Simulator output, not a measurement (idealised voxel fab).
The following is a process module called voxel self aligned vias.
cross-section cut | 210 nm wide | cells 5 nm
In what follows, cross-sections appear as grids of square cells, described through bands that run from the top down, where every band is one or more rows of cells.
Each band's line starts with the height of the band's top and of its bottom, in nm. Then come its materials from left to right, each with its width in nm. One material with "all across" fills the band from edge to edge. "empty" is empty space.
Below 0: as-received wafer, all one material; heights counted from there. Lowest band: no bottom, goes on down, written "top 0, no bottom".
The expression "30..40" gives the width at the extremes of the band, the first number at its top row of cells and the second at its bottom row, with the width changing by equal amounts from each row to the next in between.
A step reported as "stayed the same" is a step in which no cell of the cross-section changed.
Closed empty spaces (no open way to the top) of 8 cells or more are what "Completely enclosed voids" lists, each as width x height at distance from the left edge, nm for all three.
Read whatever lies past the settings on a step's line as the simulator's own remark about the step.
On any step carrying a mask, the "overlay nm" setting, if present on the step's line, tells how far right of its planned place the mask lay; negative values point to the left.

Planned step list for the process:
- 1: RECEIVE, material Si
- 2: CONFORMAL_DEP, material SiO2, thk nm 10
- 3: CONFORMAL_DEP, material SiCN, thk nm 5
- 4: DIRECTIONAL_DEP, material SiO2, thk nm 30
- 5: MASKED_ETCH, tone open, mask id LINES, width nm 20, pitch nm 60, etch materials SiO2, depth nm 30, overlay nm 0
- 6: CONFORMAL_DEP, material TiN, thk nm 5
- 7: FILL_DEP, material W, thk nm 5
- 8: CMP, height nm 45
- 9: SELECTIVE_ETCH, etch materials W Ru TiN, depth nm 5
- 10: FILL_DEP, material SiN, thk nm 10
- 11: CMP, height nm 45
- 12: DIRECTIONAL_DEP, material SiO2, thk nm 15
- 13: PATTERN, tone open, mask id VIAS, material resist, width nm 30, thk nm 20, overlay nm 0
- 14: DIRECTIONAL_ETCH, etch materials SiO2, depth nm 15
- 15: DIRECTIONAL_ETCH, etch materials SiN, depth nm 5
- 16: STRIP, etch materials resist
- 17: CONFORMAL_DEP, material TiN, thk nm 5
- 18: FILL_DEP, material Ru, thk nm 5
- 19: CMP, height nm 60
- 20: CONFORMAL_DEP, material SiN, thk nm 5

First of two wafers - as planned:

Cross-section of the wafer as it came to us, i.e., already through step 1:
	top 0, no bottom | Si all across
	Completely enclosed voids: none

After step 2: wafer cross-section:
	top 10, bottom 0 | SiO2 all across
	Whatever lies below 0 is exactly as it was before.

After step 3: wafer cross-section:
	top 15, bottom 10 | SiCN all across
	Whatever lies below 10 is exactly as it was before.

After step 4: wafer cross-section:
	top 45, bottom 15 | SiO2 all across
	Whatever lies below 15 is exactly as it was before.

After step 5: wafer cross-section:
	top 45, bottom 15 | 65 SiO2 / 20 empty / 40 SiO2 / 20 empty / 65 SiO2
	Whatever lies below 15 is exactly as it was before.

After step 6: wafer cross-section:
	top 50, bottom 45 | 70 TiN / 10 empty / 50 TiN / 10 empty / 70 TiN
	top 45, bottom 20 | 65 SiO2 / 5 TiN / 10 empty / 5 TiN / 40 SiO2 / 5 TiN / 10 empty / 5 TiN / 65 SiO2
	top 20, bottom 15 | 65 SiO2 / 20 TiN / 40 SiO2 / 20 TiN / 65 SiO2
	Whatever lies below 15 is exactly as it was before.

After step 7: wafer cross-section:
	top 55, bottom 50 | W all across
	top 50, bottom 45 | 70 TiN / 10 W / 50 TiN / 10 W / 70 TiN
	top 45, bottom 20 | 65 SiO2 / 5 TiN / 10 W / 5 TiN / 40 SiO2 / 5 TiN / 10 W / 5 TiN / 65 SiO2
	Whatever lies below 20 is exactly as it was before.

After step 8: wafer cross-section:
	top 45, bottom 20 | 65 SiO2 / 5 TiN / 10 W / 5 TiN / 40 SiO2 / 5 TiN / 10 W / 5 TiN / 65 SiO2
	Whatever lies below 20 is exactly as it was before.

After step 9: wafer cross-section:
	top 45, bottom 40 | 65 SiO2 / 20 empty / 40 SiO2 / 20 empty / 65 SiO2
	Whatever lies below 40 is exactly as it was before.

After step 10: wafer cross-section:
	top 55, bottom 45 | SiN all across
	top 45, bottom 40 | 65 SiO2 / 20 SiN / 40 SiO2 / 20 SiN / 65 SiO2
	Whatever lies below 40 is exactly as it was before.

After step 11: wafer cross-section:
	top 45, bottom 40 | 65 SiO2 / 20 SiN / 40 SiO2 / 20 SiN / 65 SiO2
	Whatever lies below 40 is exactly as it was before.

After step 12: wafer cross-section:
	top 60, bottom 45 | SiO2 all across
	Whatever lies below 45 is exactly as it was before.

After step 13: wafer cross-section:
	top 80, bottom 60 | 60 resist / 30 empty / 120 resist
	Whatever lies below 60 is exactly as it was before.

After step 14: wafer cross-section:
	top 80, bottom 60 | 60 resist / 30 empty / 120 resist
	top 60, bottom 45 | 60 SiO2 / 30 empty / 120 SiO2
	Whatever lies below 45 is exactly as it was before.

After step 15: wafer cross-section:
	top 80, bottom 60 | 60 resist / 30 empty / 120 resist
	top 60, bottom 45 | 60 SiO2 / 30 empty / 120 SiO2
	top 45, bottom 40 | 65 SiO2 / 20 empty / 40 SiO2 / 20 SiN / 65 SiO2
	Whatever lies below 40 is exactly as it was before.

After step 16: wafer cross-section:
	top 60, bottom 45 | 60 SiO2 / 30 empty / 120 SiO2
	Whatever lies below 45 is exactly as it was before.

After step 17: wafer cross-section:
	top 65, bottom 60 | 65 TiN / 20 empty / 125 TiN
	top 60, bottom 50 | 60 SiO2 / 5 TiN / 20 empty / 5 TiN / 120 SiO2
	top 50, bottom 45 | 60 SiO2 / 10 TiN / 10 empty / 10 TiN / 120 SiO2
	top 45, bottom 40 | 65 SiO2 / 20 TiN / 40 SiO2 / 20 SiN / 65 SiO2
	Whatever lies below 40 is exactly as it was before.

After step 18: wafer cross-section:
	top 70, bottom 65 | Ru all across
	top 65, bottom 60 | 65 TiN / 20 Ru / 125 TiN
	top 60, bottom 50 | 60 SiO2 / 5 TiN / 20 Ru / 5 TiN / 120 SiO2
	top 50, bottom 45 | 60 SiO2 / 10 TiN / 10 Ru / 10 TiN / 120 SiO2
	Whatever lies below 45 is exactly as it was before.

After step 19: wafer cross-section:
	top 60, bottom 50 | 60 SiO2 / 5 TiN / 20 Ru / 5 TiN / 120 SiO2
	Whatever lies below 50 is exactly as it was before.

After step 20: wafer cross-section:
	top 65, bottom 60 | SiN all across
	Whatever lies below 60 is exactly as it was before.

Second wafer. Start and plan as for the first. One mistake made in running. Agrees with the first up to and including step 1:

Cross-section, second wafer, at the end time the plan gives for step 2:
	top 5, bottom 0 | SiCN all across
	Whatever lies below 0 is exactly as it was before.

Cross-section, second wafer, at the end time the plan gives for step 3:
	top 15, bottom 5 | SiO2 all across
	Whatever lies below 5 is exactly as it was before.

Cross-section, second wafer, at the end time the plan gives for step 4:
	top 45, bottom 5 | SiO2 all across
	Whatever lies below 5 is exactly as it was before.

Cross-section, second wafer, at the end time the plan gives for step 5:
	top 45, bottom 15 | 65 SiO2 / 20 empty / 40 SiO2 / 20 empty / 65 SiO2
	Whatever lies below 15 is exactly as it was before.

Cross-section, second wafer, at the end time the plan gives for step 6:
	top 50, bottom 45 | 70 TiN / 10 empty / 50 TiN / 10 empty / 70 TiN
	top 45, bottom 20 | 65 SiO2 / 5 TiN / 10 empty / 5 TiN / 40 SiO2 / 5 TiN / 10 empty / 5 TiN / 65 SiO2
	top 20, bottom 15 | 65 SiO2 / 20 TiN / 40 SiO2 / 20 TiN / 65 SiO2
	Whatever lies below 15 is exactly as it was before.

Cross-section, second wafer, at the end time the plan gives for step 7:
	top 55, bottom 50 | W all across
	top 50, bottom 45 | 70 TiN / 10 W / 50 TiN / 10 W / 70 TiN
	top 45, bottom 20 | 65 SiO2 / 5 TiN / 10 W / 5 TiN / 40 SiO2 / 5 TiN / 10 W / 5 TiN / 65 SiO2
	Whatever lies below 20 is exactly as it was before.

Cross-section, second wafer, at the end time the plan gives for step 8:
	top 45, bottom 20 | 65 SiO2 / 5 TiN / 10 W / 5 TiN / 40 SiO2 / 5 TiN / 10 W / 5 TiN / 65 SiO2
	Whatever lies below 20 is exactly as it was before.

Cross-section, second wafer, at the end time the plan gives for step 9:
	top 45, bottom 40 | 65 SiO2 / 20 empty / 40 SiO2 / 20 empty / 65 SiO2
	Whatever lies below 40 is exactly as it was before.

Cross-section, second wafer, at the end time the plan gives for step 10:
	top 55, bottom 45 | SiN all across
	top 45, bottom 40 | 65 SiO2 / 20 SiN / 40 SiO2 / 20 SiN / 65 SiO2
	Whatever lies below 40 is exactly as it was before.

Cross-section, second wafer, at the end time the plan gives for step 11:
	top 45, bottom 40 | 65 SiO2 / 20 SiN / 40 SiO2 / 20 SiN / 65 SiO2
	Whatever lies below 40 is exactly as it was before.

Cross-section, second wafer, at the end time the plan gives for step 12:
	top 60, bottom 45 | SiO2 all across
	Whatever lies below 45 is exactly as it was before.

Cross-section, second wafer, at the end time the plan gives for step 13:
	top 80, bottom 60 | 60 resist / 30 empty / 120 resist
	Whatever lies below 60 is exactly as it was before.

Cross-section, second wafer, at the end time the plan gives for step 14:
	top 80, bottom 60 | 60 resist / 30 empty / 120 resist
	top 60, bottom 45 | 60 SiO2 / 30 empty / 120 SiO2
	Whatever lies below 45 is exactly as it was before.

Cross-section, second wafer, at the end time the plan gives for step 15:
	top 80, bottom 60 | 60 resist / 30 empty / 120 resist
	top 60, bottom 45 | 60 SiO2 / 30 empty / 120 SiO2
	top 45, bottom 40 | 65 SiO2 / 20 empty / 40 SiO2 / 20 SiN / 65 SiO2
	Whatever lies below 40 is exactly as it was before.

Cross-section, second wafer, at the end time the plan gives for step 16:
	top 60, bottom 45 | 60 SiO2 / 30 empty / 120 SiO2
	Whatever lies below 45 is exactly as it was before.

Cross-section, second wafer, at the end time the plan gives for step 17:
	top 65, bottom 60 | 65 TiN / 20 empty / 125 TiN
	top 60, bottom 50 | 60 SiO2 / 5 TiN / 20 empty / 5 TiN / 120 SiO2
	top 50, bottom 45 | 60 SiO2 / 10 TiN / 10 empty / 10 TiN / 120 SiO2
	top 45, bottom 40 | 65 SiO2 / 20 TiN / 40 SiO2 / 20 SiN / 65 SiO2
	Whatever lies below 40 is exactly as it was before.

Cross-section, second wafer, at the end time the plan gives for step 18:
	top 70, bottom 65 | Ru all across
	top 65, bottom 60 | 65 TiN / 20 Ru / 125 TiN
	top 60, bottom 50 | 60 SiO2 / 5 TiN / 20 Ru / 5 TiN / 120 SiO2
	top 50, bottom 45 | 60 SiO2 / 10 TiN / 10 Ru / 10 TiN / 120 SiO2
	Whatever lies below 45 is exactly as it was before.

Cross-section, second wafer, at the end time the plan gives for step 19:
	top 60, bottom 50 | 60 SiO2 / 5 TiN / 20 Ru / 5 TiN / 120 SiO2
	Whatever lies below 50 is exactly as it was before.

Cross-section, second wafer, at the end time the plan gives for step 20:
	top 65, bottom 60 | SiN all across
	Whatever lies below 60 is exactly as it was before.
Where did the run depart from the plan? step 2 ran in the slot meant for step 3, and vice versa
At the close, every material occupies the same number of cells on the second wafer as on the first, only in different positions.
